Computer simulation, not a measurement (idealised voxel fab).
The document below concerns the process module designated voxel wiring stack.
In the cross-section labelled cut, the width is 190 nm and each square cell is 5 nm.
Think of the cross-section as a grid of square cells. We describe it in bands, top to bottom, and each band covers one or more rows of those cells.
Per band: top height and bottom height in nm, followed by the left-to-right materials and their widths in nm; "full width" marks a single material spanning edge to edge, "air" marks empty space.
Height datum 0, below which the as-received substrate wafer is one material. Lowest band open at the bottom, running downward: "z 0 and below".
You'd read "30->40" like this: the band's top row of cells is as wide as the first number, its bottom row is as wide as the second, and going down, every row changes width by the same amount as the row before did.
Key: "nothing was modified" - step with no changed cell in the cross-section.
"Sealed internal cavities" contains a list of empty spaces, each no smaller than 8 cells and without an open way to the top, written in the form width x height at distance with the distance from the left edge and all three in nm.
Formally, on a step line, whatever follows the settings is a remark that the simulator itself makes on the step.
overlay nm: right-of-plan distance of the mask on a masked step; negative values mean left-of-plan.
These are the steps we planned for the process
| 1 | RECEIVE, material Si |
| 2 | CONFORMAL_DEP, material SiO2, thk nm 10 |
| 3 | DIRECTIONAL_DEP, material TiN, thk nm 5 |
| 4 | DIRECTIONAL_DEP, material Ru, thk nm 20 |
| 5 | PATTERN, tone cover, mask id METAL_1, material resist, width nm 20, pitch nm 45, thk nm 20, overlay nm -15 |
| 6 | DIRECTIONAL_ETCH, etch materials Ru, depth nm 20 |
| 7 | DIRECTIONAL_ETCH, etch materials TiN, depth nm 5 |
| 8 | STRIP, etch materials resist |
| 9 | CONFORMAL_DEP, material SiN, thk nm 5 |
| 10 | FILL_DEP, material SiO2, thk nm 5 |
| 11 | CMP, height nm 35 |
| 12 | CONFORMAL_DEP, material SiCN, thk nm 5 |
| 13 | DIRECTIONAL_DEP, material lowk, thk nm 35 |
| 14 | DIRECTIONAL_DEP, material aC, thk nm 10 |
| 15 | PATTERN, tone open, mask id METAL_2, material resist, width nm 20, pitch nm 45, thk nm 25, overlay nm 0 |
| 16 | DIRECTIONAL_ETCH, etch materials aC, depth nm 10 |
| 17 | STRIP, etch materials resist |
| 18 | DIRECTIONAL_ETCH, etch materials lowk, depth nm 20 |
| 19 | STRIP, etch materials aC |
| 20 | MASKED_ETCH, tone open, mask id METAL_2_HOLES, width nm 15, pitch nm 45, etch materials lowk, depth nm 15, overlay nm 0 |
| 21 | MASKED_ETCH, tone open, mask id METAL_2_HOLES, width nm 15, pitch nm 45, etch materials SiCN, depth nm 5, overlay nm 0 |
| 22 | CONFORMAL_DEP, material TiN, thk nm 5 |
| 23 | FILL_DEP, material Cu, thk nm 5 |
| 24 | CMP, height nm 75 |
| 25 | CONFORMAL_DEP, material SiN, thk nm 5 |
Where the wafers of this document differ is in the overlay nm of step 5; they start out the same, and the plan states the value that applied to the first wafer.
First of several wafers, received after step 1, in cross-section
  z 0 and below = Si full width
  Sealed internal cavities: none
Here is the cross-section of the first of several wafers at the end of the module, after its last step, step 25
  z 80 to 75 = SiN full width
  z 75 to 60 = lowk (60) / TiN (5) / Cu (10) / TiN (5) / lowk (25) / TiN (5) / Cu (10) / TiN (5) / lowk (65)
  z 60 to 55 = lowk (60) / TiN (5) / Cu (5) / TiN (10) / lowk (25) / TiN (5) / Cu (5) / TiN (10) / lowk (65)
  z 55 to 40 = lowk (60) / TiN (5) / Cu (5) / TiN (5) / lowk (30) / TiN (5) / Cu (5) / TiN (5) / lowk (70)
  z 40 to 35 = SiCN (60) / TiN (15) / SiCN (30) / TiN (15) / SiCN (70)
  z 35 to 15 = SiO2 (40) / SiN (5) / Ru (20) / SiN (5) / SiO2 (15) / SiN (5) / Ru (20) / SiN (5) / SiO2 (75)
  z 15 to 10 = SiN (45) / TiN (20) / SiN (25) / TiN (20) / SiN (80)
  z 10 to 0 = SiO2 full width
  z 0 and below = Si full width
  Sealed internal cavities: none
Module end, final wafer: cross-section
  z 80 to 75 = SiN full width
  z 75 to 60 = lowk (60) / TiN (5) / Cu (10) / TiN (5) / lowk (25) / TiN (5) / Cu (10) / TiN (5) / lowk (65)
  z 60 to 55 = lowk (60) / TiN (5) / Cu (5) / TiN (10) / lowk (25) / TiN (5) / Cu (5) / TiN (10) / lowk (65)
  z 55 to 40 = lowk (60) / TiN (5) / Cu (5) / TiN (5) / lowk (30) / TiN (5) / Cu (5) / TiN (5) / lowk (70)
  z 40 to 35 = SiCN (60) / TiN (15) / SiCN (30) / TiN (15) / SiCN (70)
  z 35 to 15 = SiO2 (70) / SiN (5) / Ru (20) / SiN (5) / SiO2 (15) / SiN (5) / Ru (20) / SiN (5) / SiO2 (45)
  z 15 to 10 = SiN (75) / TiN (20) / SiN (25) / TiN (20) / SiN (50)
  z 10 to 0 = SiO2 full width
  z 0 and below = Si full width
  Sealed internal cavities: none
Table: wafers, a row each; end-of-module cell change per material since receipt, gain (+), loss (-); then closed voids
overlay nm -15; +20 Cu; +32 Ru; +32 SiCN; +84 SiN; +180 SiO2; +44 TiN; +216 lowk; Sealed internal cavities: none
overlay nm -10; +20 Cu; +32 Ru; +32 SiCN; +84 SiN; +180 SiO2; +44 TiN; +216 lowk; Sealed internal cavities: none
overlay nm -5; +20 Cu; +32 Ru; +32 SiCN; +84 SiN; +180 SiO2; +44 TiN; +216 lowk; Sealed internal cavities: none
overlay nm 0; +20 Cu; +32 Ru; +32 SiCN; +84 SiN; +180 SiO2; +44 TiN; +216 lowk; Sealed internal cavities: none
overlay nm 5; +20 Cu; +32 Ru; +32 SiCN; +84 SiN; +180 SiO2; +44 TiN; +216 lowk; Sealed internal cavities: none
overlay nm 10; +20 Cu; +32 Ru; +32 SiCN; +84 SiN; +180 SiO2; +44 TiN; +216 lowk; Sealed internal cavities: none
overlay nm 15; +20 Cu; +32 Ru; +32 SiCN; +84 SiN; +180 SiO2; +44 TiN; +216 lowk; Sealed internal cavities: none
